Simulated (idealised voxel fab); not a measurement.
Name of the process module below: voxel capacitor over wiring
Cross-section cut spans 155 nm and uses square cells 5 nm in size.
In what follows, cross-sections appear as grids of square cells, described through bands that run from the top down, where every band is one or more rows of cells. Top height, bottom height, nm. Materials left to right, width each, nm. Single material + "edge to edge" = fills band edge to edge. "blank" = empty. The reference from which all heights are counted is 0, the level beneath which the as-received wafer is entirely one material; the lowest band, having no lower bound, proceeds downward and is written after the example "0 and below". Top row gets the first number, bottom row gets the second, and each row in between changes by the same step: that is how a band width like "30 to 40" works. Take "left unchanged" at face value: in the step it is given for, the cross-section changed in none of its cells. Basically, "Completely sealed voids" tells you about the enclosed voids: empty spaces with no open way to the top, 8 cells or bigger, each written width x height at distance, where distance is from the left edge, all in nm. If you see something after the settings on a step's line, that's the simulator's own remark about that step. overlay nm: where the mask lay relative to plan, measured to the right, on steps with a mask; negatives go left.

SET OUT BELOW ARE THE PLANNED STEPS OF THE PROCESS
| 1 | RECEIVE (material Si) |
| 2 | CONFORMAL_DEP (material SiO2; thk nm 15) |
| 3 | CONFORMAL_DEP (material SiN; thk nm 5) |
| 4 | DIRECTIONAL_DEP (material SiO2; thk nm 15) |
| 5 | PATTERN (tone open; mask id METAL_1; material resist; width nm 30; pitch nm 85; thk nm 20; overlay nm 0) |
| 6 | DIRECTIONAL_ETCH (etch materials SiO2; depth nm 15) |
| 7 | DIRECTIONAL_ETCH (etch materials SiN; depth nm 5) |
| 8 | STRIP (etch materials resist) |
| 9 | CONFORMAL_DEP (material TiN; thk nm 5) |
| 10 | FILL_DEP (material W; thk nm 10) |
| 11 | CMP (height nm 35) |
| 12 | CONFORMAL_DEP (material SiCN; thk nm 5) |
| 13 | DIRECTIONAL_DEP (material SiO2; thk nm 10) |
| 14 | DIRECTIONAL_DEP (material aC; thk nm 15) |
| 15 | PATTERN (tone open; mask id PLUG_1; material resist; width nm 15; thk nm 30; overlay nm 0) |
| 16 | DIRECTIONAL_ETCH (etch materials aC; depth nm 15) |
| 17 | STRIP (etch materials resist) |
| 18 | DIRECTIONAL_ETCH (etch materials SiO2; depth nm 10) |
| 19 | DIRECTIONAL_ETCH (etch materials SiCN; depth nm 5) |
| 20 | STRIP (etch materials aC) |
| 21 | EPI (material Ru; thk nm 10) |
| 22 | EPI (material Ru; thk nm 5) |
| 23 | DIRECTIONAL_DEP (material TiN; thk nm 10) |
| 24 | DIRECTIONAL_DEP (material Al2O3; thk nm 5) |
| 25 | DIRECTIONAL_DEP (material TiN; thk nm 5) |
| 26 | MASKED_ETCH (tone cover; mask id UPPER_PLATE; width nm 60; etch materials TiN; depth nm 5; overlay nm 0) |
| 27 | MASKED_ETCH (tone cover; mask id UPPER_PLATE; width nm 60; etch materials Al2O3; depth nm 5; overlay nm 0) |
| 28 | PATTERN (tone cover; mask id LOWER_PLATE; material resist; width nm 70; thk nm 20; overlay nm 0) |
| 29 | DIRECTIONAL_ETCH (etch materials TiN; depth nm 10) |
| 30 | STRIP (etch materials resist) |
| 31 | FILL_DEP (material SiO2; thk nm 20) |
| 32 | CMP (height nm 85) |
| 33 | PATTERN (tone open; mask id PLUG_2; material resist; width nm 15; thk nm 15; overlay nm 0) |
| 34 | DIRECTIONAL_ETCH (etch materials SiO2; depth nm 15) |
| 35 | STRIP (etch materials resist) |
| 36 | CONFORMAL_DEP (material TiN; thk nm 5) |
| 37 | FILL_DEP (material Ru; thk nm 5) |
| 38 | CMP (height nm 85) |
| 39 | CONFORMAL_DEP (material SiCN; thk nm 5) |

AS-RECEIVED STATE OF THE WAFER IN CROSS-SECTION, EQUIVALENT TO POST-STEP 1
* 0 and below | Si edge to edge
* Completely sealed voids: none

FINAL CROSS-SECTION, MODULE RUN WITH ONE MISTAKE (START AND PLAN AS ABOVE)
* 90 down to 85 | SiCN edge to edge
* 85 down to 75 | SiO2 (45) / TiN (5) / Ru (5) / TiN (5) / SiO2 (95)
* 75 down to 65 | SiO2 (45 to 35) / TiN (15 to 60) / SiO2 (95 to 60)
* 65 down to 60 | SiO2 (35) / Al2O3 (60) / SiO2 (60)
* 60 down to 50 | SiO2 (30) / TiN (70) / SiO2 (55)
* 50 down to 40 | SiO2 (35) / Ru (15) / SiO2 (105)
* 40 down to 35 | SiCN (35) / Ru (15) / SiCN (105)
* 35 down to 20 | SiO2 (25) / TiN (5) / W (15) / TiN (5) / SiO2 (60) / TiN (5) / W (15) / TiN (5) / SiO2 (20)
* 20 down to 15 | SiN (25) / TiN (25) / SiN (60) / TiN (25) / SiN (20)
* 15 down to 0 | SiO2 edge to edge
* 0 and below | Si edge to edge
* Completely sealed voids: none
What was the processing mistake? heads up, step 5 didn't go per plan, it actually ran as PATTERN (tone open; mask id METAL_1; material resist; width nm 25; pitch nm 85; thk nm 20; overlay nm 0)
